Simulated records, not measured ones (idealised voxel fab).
Proc. module: voxel quadruple lines
The width of the displayed cross-section, cut, is 250 nm; its cells are square, with a size of 5 nm.
Format of a cross-section: grid, square cells. Given as bands. Order: top down. Band: one or more rows of cells. Read a band's entry like this: the first values are the height of its top and the height of its bottom in nm, and what follows is the sequence of materials from left to right, each with its width in nm. Note that "empty" is empty space, and that a single material marked "edge to edge" reaches across the band from edge to edge. Heads up on the height convention: 0 is the point under which the incoming wafer is all one material, and the lowest band has no bottom, it just keeps going down, like "from 0 down". Top row gets the first number, bottom row gets the second, and each row in between changes by the same step: that is how a band width like "30..40" works. Where a step carries "nothing altered", the cross-section came out of it unchanged, cell for cell. In "Sealed voids" the enclosed voids are listed, meaning empty spaces of 8 cells or larger without any opening to the top. The form is width x height at distance, distance from the left edge, units nm. Read whatever lies past the settings on a step's line as the simulator's own remark about the step. The "overlay nm" setting may appear on a step's line; for a step that uses a mask, it gives how far to the right of its planned position the mask lay, and a negative value indicates the left.
THIS SECTION LISTS THE PROCESS STEPS THAT WERE PLANNED
step 1: RECEIVE,material Si
step 2: CONFORMAL_DEP,material SiO2,thk nm 5
step 3: DIRECTIONAL_DEP,material W,thk nm 10
step 4: DIRECTIONAL_DEP,material polySi,thk nm 20
step 5: DIRECTIONAL_DEP,material aC,thk nm 25
step 6: PATTERN,tone cover,mask id MANDREL,material resist,width nm 30,pitch nm 80,thk nm 30,overlay nm -15
step 7: DIRECTIONAL_ETCH,etch materials aC,depth nm 25
step 8: STRIP,etch materials resist
step 9: CONFORMAL_DEP,material SiO2,thk nm 10
step 10: DIRECTIONAL_ETCH,etch materials SiO2,depth nm 10
step 11: STRIP,etch materials aC
step 12: DIRECTIONAL_ETCH,etch materials polySi,depth nm 20
step 13: STRIP,etch materials SiO2
step 14: CONFORMAL_DEP,material SiCN,thk nm 10
step 15: DIRECTIONAL_ETCH,etch materials SiCN,depth nm 10
step 16: STRIP,etch materials polySi
step 17: DIRECTIONAL_ETCH,etch materials W,depth nm 10
step 18: STRIP,etch materials SiCN
step 19: FILL_DEP,material lowk,thk nm 5
step 20: CMP,height nm 15
The value of overlay nm given for step 6 in the plan refers to the first wafer; the wafers vary in this setting and are alike at the start.
CROSS-SECTION OF THE FIRST OF SEVERAL RECEIVED WAFERS, SHOWING ITS STATE AFTER STEP 1
  from 0 down  Si edge to edge
  Sealed voids: none
TABULATED BELOW, WAFER BY WAFER, ARE THE END-OF-MODULE RESULTS: FOR EACH MATERIAL, THE NUMBER OF CELLS GAINED (+) OR LOST (-) RELATIVE TO THE AS-RECEIVED STATE, FOLLOWED BY THE CLOSED VOIDS
overlay nm -15 | +50 SiO2 | +32 W | +68 lowk | Sealed voids: none
overlay nm -10 | +50 SiO2 | +32 W | +68 lowk | Sealed voids: none
overlay nm -5 | +50 SiO2 | +32 W | +68 lowk | Sealed voids: none
overlay nm 0 | +50 SiO2 | +32 W | +68 lowk | Sealed voids: none
overlay nm 5 | +50 SiO2 | +32 W | +68 lowk | Sealed voids: none
overlay nm 10 | +50 SiO2 | +32 W | +68 lowk | Sealed voids: none
overlay nm 15 | +50 SiO2 | +32 W | +68 lowk | Sealed voids: none
